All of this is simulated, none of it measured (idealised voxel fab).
Module name: voxel released beams (process module)
Pictured: cross-section cut, 230 nm wide, on a grid of 5 nm square cells.
Bands, listed from the top down, are how a cross-section gets written in this document; the cross-section itself is a grid of square cells, and a band is one or more rows of them. Band entry format. Leading values: height of top, height of bottom, nm. Remainder: materials in left-to-right order, each with its width in nm. Special words: "all across" on a single material, which then fills the band edge to edge; "blank", empty space. The level at which height equals 0 is the one under which the wafer, as it arrives, is entirely one material. No lower edge exists for the bottom band, which continues downward and is notated as in "0 nm and below". You'd read "30 to 40" like this: the band's top row of cells is as wide as the first number, its bottom row is as wide as the second, and going down, every row changes width by the same amount as the row before did. Where a step carries "nothing changed", the cross-section came out of it unchanged, cell for cell. The entry "Fully closed voids" lists the empty spaces that cover at least 8 cells and have no open path to the top. Each is written as width x height at distance, where the distance is measured from the left edge and all three values are in nm. Read whatever lies past the settings on a step's line as the simulator's own remark about the step. overlay nm: on a step with a mask, how far right of its planned place the mask lay; negative means left.
The steps planned for the process are as follows:
1) RECEIVE (material Si)
2) CONFORMAL_DEP (material SiN; thk nm 10)
3) DIRECTIONAL_DEP (material SiO2; thk nm 20)
4) PATTERN (tone open; mask id ANCHOR; material resist; width nm 25; thk nm 15; overlay nm 0)
5) DIRECTIONAL_ETCH (etch materials SiO2; depth nm 20)
6) STRIP (etch materials resist)
7) CONFORMAL_DEP (material polySi; thk nm 10)
8) PATTERN (tone cover; mask id BEAM; material resist; width nm 90; thk nm 20; overlay nm 0)
9) DIRECTIONAL_ETCH (etch materials polySi; depth nm 10)
10) STRIP (etch materials resist)
11) STRIP (etch materials SiO2)
Delivered wafer in cross-section: state after step 1:
* 0 nm and below: Si all across
* Fully closed voids: none
Cross-section taken at module completion on the first of two wafers; processed per the plan:
* 40 nm to 30 nm: 65 blank / 15 polySi / 5 blank / 70 polySi / 75 blank
* 30 nm to 20 nm: 70 blank / 10 polySi / 5 blank / 10 polySi / 135 blank
* 20 nm to 10 nm: 70 blank / 25 polySi / 135 blank
* 10 nm to 0 nm: SiN all across
* 0 nm and below: Si all across
* Fully closed voids: none
Wafer two, end of module, cross-section. Same start, same plan as wafer one. One mistake in the run:
* 40 nm to 30 nm: 65 blank / 90 polySi / 75 blank
* 30 nm to 10 nm: polySi all across
* 10 nm to 0 nm: SiN all across
* 0 nm and below: Si all across
* Fully closed voids: none
Against the plan, the run slipped here: in deviation from the planned setting, step 3 was conducted as DIRECTIONAL_DEP (material polySi; thk nm 20)
Final cells, second wafer relative to first, materials higher or lower: polySi: 168 more
